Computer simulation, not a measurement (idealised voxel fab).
Proc. module: voxel wiring stack
The cross-section on display is named cut; it measures 195 nm wide, and its cells are 5 nm squares.
Format of a cross-section: grid, square cells. Given as bands. Order: top down. Band: one or more rows of cells.
Band entry format. Leading values: height of top, height of bottom, nm. Remainder: materials in left-to-right order, each with its width in nm. Special words: "throughout" on a single material, which then fills the band edge to edge; "blank", empty space.
We count height from 0. Below that, the starting wafer is all one material. The lowest band never ends at the bottom but goes on down; see "top 0, no bottom" for how that is written.
A two-number width, for instance "30 to 40", indicates that the width is equal to the first number in the top row of the band and to the second number in the bottom row, and that it changes by a constant amount per row of cells.
You'll sometimes find "nothing was modified" written for a step, and that's the way of saying that nowhere in the cross-section did a cell change during that step.
So "Closed void entries" is basically the list of trapped voids: any empty space of 8 cells or more that can't reach the top through an opening. They're written width x height at distance, the distance being from the left edge, and it's all nm.
On each step's line, the part that comes after the settings is the simulator's own comment on the step.
"overlay nm" on a masked step: distance the mask lay right of its planned place, negative for left.
Planned process steps
1: RECEIVE: material Si
2: CONFORMAL_DEP: material SiO2, thk nm 15
3: DIRECTIONAL_DEP: material TiN, thk nm 5
4: DIRECTIONAL_DEP: material W, thk nm 20
5: MASKED_ETCH: tone cover, mask id METAL_1, width nm 25, pitch nm 55, etch materials W, depth nm 20, overlay nm 0
6: MASKED_ETCH: tone cover, mask id METAL_1, width nm 25, pitch nm 55, etch materials TiN, depth nm 5, overlay nm 0
7: CONFORMAL_DEP: material SiN, thk nm 5
8: FILL_DEP: material lowk, thk nm 5
9: CMP: height nm 40
10: CONFORMAL_DEP: material SiCN, thk nm 5
11: DIRECTIONAL_DEP: material SiO2, thk nm 15
12: DIRECTIONAL_DEP: material aC, thk nm 10
13: PATTERN: tone open, mask id PLUG_1, material resist, width nm 15, thk nm 25, overlay nm 0
14: DIRECTIONAL_ETCH: etch materials aC, depth nm 10
15: STRIP: etch materials resist
16: DIRECTIONAL_ETCH: etch materials SiO2, depth nm 15
17: DIRECTIONAL_ETCH: etch materials SiCN, depth nm 5
18: STRIP: etch materials aC
19: EPI: material Ru, thk nm 10
20: EPI: material Ru, thk nm 10
21: CONFORMAL_DEP: material SiN, thk nm 5
22: DIRECTIONAL_DEP: material SiO2, thk nm 25
23: PATTERN: tone open, mask id METAL_2, material resist, width nm 25, pitch nm 55, thk nm 15, overlay nm 0
24: DIRECTIONAL_ETCH: etch materials SiO2, depth nm 25
25: DIRECTIONAL_ETCH: etch materials SiN, depth nm 5
26: STRIP: etch materials resist
27: CONFORMAL_DEP: material TiN, thk nm 5
28: FILL_DEP: material W, thk nm 10
29: CMP: height nm 90
30: CONFORMAL_DEP: material SiN, thk nm 5
Cross-section of the incoming wafer, state after step 1
top 0, no bottom: Si throughout
Closed void entries: none
Here's the cross-section of the first of our two wafers at the end of the module - it ran as planned
top 95, bottom 90: SiN throughout
top 90, bottom 65: SiO2 55 nm  TiN 5 nm  W 15 nm  TiN 5 nm  SiO2 30 nm  TiN 5 nm  W 15 nm  TiN 5 nm  SiO2 60 nm
top 65, bottom 60: SiN 55 nm  TiN 25 nm  SiN 30 nm  TiN 25 nm  SiN 60 nm
top 60, bottom 45: SiO2 55 nm  Ru 15 nm  SiO2 125 nm
top 45, bottom 40: SiCN 55 nm  Ru 15 nm  SiCN 125 nm
top 40, bottom 20: lowk 50 nm  SiN 5 nm  W 25 nm  SiN 5 nm  lowk 20 nm  SiN 5 nm  W 25 nm  SiN 5 nm  lowk 55 nm
top 20, bottom 15: SiN 55 nm  TiN 25 nm  SiN 30 nm  TiN 25 nm  SiN 60 nm
top 15, bottom 0: SiO2 throughout
top 0, no bottom: Si throughout
Closed void entries: none
Wafer two cross-section, module end. Start and plan unchanged from wafer one; one mistake made during the run
top 110, bottom 105: SiN throughout
top 105, bottom 95: W throughout
top 95, bottom 90: TiN 60 nm  W 15 nm  TiN 40 nm  W 15 nm  TiN 65 nm
top 90, bottom 65: SiO2 55 nm  TiN 5 nm  W 15 nm  TiN 5 nm  SiO2 30 nm  TiN 5 nm  W 15 nm  TiN 5 nm  SiO2 60 nm
top 65, bottom 60: SiN 55 nm  TiN 25 nm  SiN 30 nm  TiN 25 nm  SiN 60 nm
top 60, bottom 45: SiO2 55 nm  Ru 15 nm  SiO2 125 nm
top 45, bottom 40: SiCN 55 nm  Ru 15 nm  SiCN 125 nm
top 40, bottom 20: lowk 50 nm  SiN 5 nm  W 25 nm  SiN 5 nm  lowk 20 nm  SiN 5 nm  W 25 nm  SiN 5 nm  lowk 55 nm
top 20, bottom 15: SiN 55 nm  TiN 25 nm  SiN 30 nm  TiN 25 nm  SiN 60 nm
top 15, bottom 0: SiO2 throughout
top 0, no bottom: Si throughout
Closed void entries: none
Diagnosis: step 29 in the plan did not get run; it was skipped
It is noted that, at the conclusion of processing, the second wafer exhibits a higher or lower cell count for certain materials relative to the first: 33 more of TiN, 84 more of W
